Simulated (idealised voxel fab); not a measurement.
Documented hereafter: the process module known as voxel self aligned vias.
290 nm wide, 5 nm square cells: that's cross-section cut.
Notation: cross-section as square-cell grid; stated in bands, top first, going down; one or more cell rows per band.
It is stipulated that each band's entry specify, in nanometres, the height of the top of the band and then that of its bottom, followed by the materials of the band in left-to-right sequence, each together with its width in nanometres. A single material marked by the word "edge to edge" is understood to fill the band from edge to edge; the word "blank" is understood to denote empty space.
The reference from which all heights are counted is 0, the level beneath which the as-received wafer is entirely one material; the lowest band, having no lower bound, proceeds downward and is written after the example "from 0 down".
Top row gets the first number, bottom row gets the second, and each row in between changes by the same step: that is how a band width like "30 to 40" works.
It should be understood that the words "nothing got changed", when stated for a given step, signify that the cross-section underwent no change in any of its cells during that step.
Basically, "Fully closed voids" tells you about the enclosed voids: empty spaces with no open way to the top, 8 cells or bigger, each written width x height at distance, where distance is from the left edge, all in nm.
Anything after a step's settings on that line? It's the simulator's own note about the step.
Among the settings permitted on a step's line is "overlay nm"; applied to a step with a mask, it specifies the extent to which the mask lay to the right of its planned position, whereas a negative figure signifies a position to the left.

# Process steps - plan
- 1: RECEIVE: material Si
- 2: CONFORMAL_DEP: material SiO2, thk nm 15
- 3: CONFORMAL_DEP: material SiCN, thk nm 5
- 4: DIRECTIONAL_DEP: material SiO2, thk nm 20
- 5: PATTERN: tone open, mask id LINES, material resist, width nm 25, pitch nm 55, thk nm 15, overlay nm 0
- 6: DIRECTIONAL_ETCH: etch materials SiO2, depth nm 20
- 7: STRIP: etch materials resist
- 8: CONFORMAL_DEP: material TiN, thk nm 5
- 9: FILL_DEP: material Ru, thk nm 5
- 10: CMP: height nm 40
- 11: SELECTIVE_ETCH: etch materials W Ru TiN, depth nm 10
- 12: FILL_DEP: material SiN, thk nm 10
- 13: CMP: height nm 40
- 14: DIRECTIONAL_DEP: material SiO2, thk nm 15
- 15: DIRECTIONAL_DEP: material aC, thk nm 15
- 16: PATTERN: tone open, mask id VIAS, material resist, width nm 35, pitch nm 55, thk nm 35, overlay nm 0
- 17: DIRECTIONAL_ETCH: etch materials aC, depth nm 15
- 18: STRIP: etch materials resist
- 19: DIRECTIONAL_ETCH: etch materials SiO2, depth nm 15
- 20: DIRECTIONAL_ETCH: etch materials SiN, depth nm 10
- 21: STRIP: etch materials aC
- 22: CONFORMAL_DEP: material TiN, thk nm 5
- 23: FILL_DEP: material Ru, thk nm 5
- 24: CMP: height nm 55
- 25: CONFORMAL_DEP: material SiCN, thk nm 5

# As received (post step 1): cross-section
	from 0 down  Si edge to edge
	Fully closed voids: none

# Here's the cross-section of the first of our two wafers at the end of the module - it ran as planned
	from 60 to 55  SiCN edge to edge
	from 55 to 45  SiO2 100 nm / TiN 5 nm / Ru 25 nm / TiN 5 nm / SiO2 20 nm / TiN 5 nm / Ru 25 nm / TiN 5 nm / SiO2 100 nm
	from 45 to 35  SiO2 100 to 105 nm / TiN 10 to 5 nm / Ru 15 nm / TiN 10 to 5 nm / SiO2 20 to 30 nm / TiN 10 to 5 nm / Ru 15 nm / TiN 10 to 5 nm / SiO2 100 to 105 nm
	from 35 to 30  SiO2 105 nm / TiN 25 nm / SiO2 30 nm / TiN 25 nm / SiO2 105 nm
	from 30 to 25  SiO2 105 nm / TiN 5 nm / Ru 15 nm / TiN 5 nm / SiO2 30 nm / TiN 5 nm / Ru 15 nm / TiN 5 nm / SiO2 105 nm
	from 25 to 20  SiO2 105 nm / TiN 25 nm / SiO2 30 nm / TiN 25 nm / SiO2 105 nm
	from 20 to 15  SiCN edge to edge
	from 15 to 0  SiO2 edge to edge
	from 0 down  Si edge to edge
	Fully closed voids: none

# Here is the second of the two wafers cut open at the end of the module - same start, same plan as the first one, but we made one mistake running it
	from 60 to 55  SiCN edge to edge
	from 55 to 45  SiO2 105 nm / TiN 5 nm / Ru 25 nm / TiN 5 nm / SiO2 20 nm / TiN 5 nm / Ru 25 nm / TiN 5 nm / SiO2 95 nm
	from 45 to 35  SiO2 105 nm / TiN 5 nm / Ru 15 nm / TiN 15 to 5 nm / SiO2 20 to 30 nm / TiN 5 nm / Ru 15 nm / TiN 15 to 5 nm / SiO2 95 to 105 nm
	from 35 to 30  SiO2 105 nm / TiN 25 nm / SiO2 30 nm / TiN 25 nm / SiO2 105 nm
	from 30 to 25  SiO2 105 nm / TiN 5 nm / Ru 15 nm / TiN 5 nm / SiO2 30 nm / TiN 5 nm / Ru 15 nm / TiN 5 nm / SiO2 105 nm
	from 25 to 20  SiO2 105 nm / TiN 25 nm / SiO2 30 nm / TiN 25 nm / SiO2 105 nm
	from 20 to 15  SiCN edge to edge
	from 15 to 0  SiO2 edge to edge
	from 0 down  Si edge to edge
	Fully closed voids: none
Run error: step 16 deviated from plan and actually ran as PATTERN: tone open, mask id VIAS, material resist, width nm 35, pitch nm 55, thk nm 35, overlay nm 5
Matching per-material cell counts, mismatched positions: that is how the second wafer compares with the first at the end.
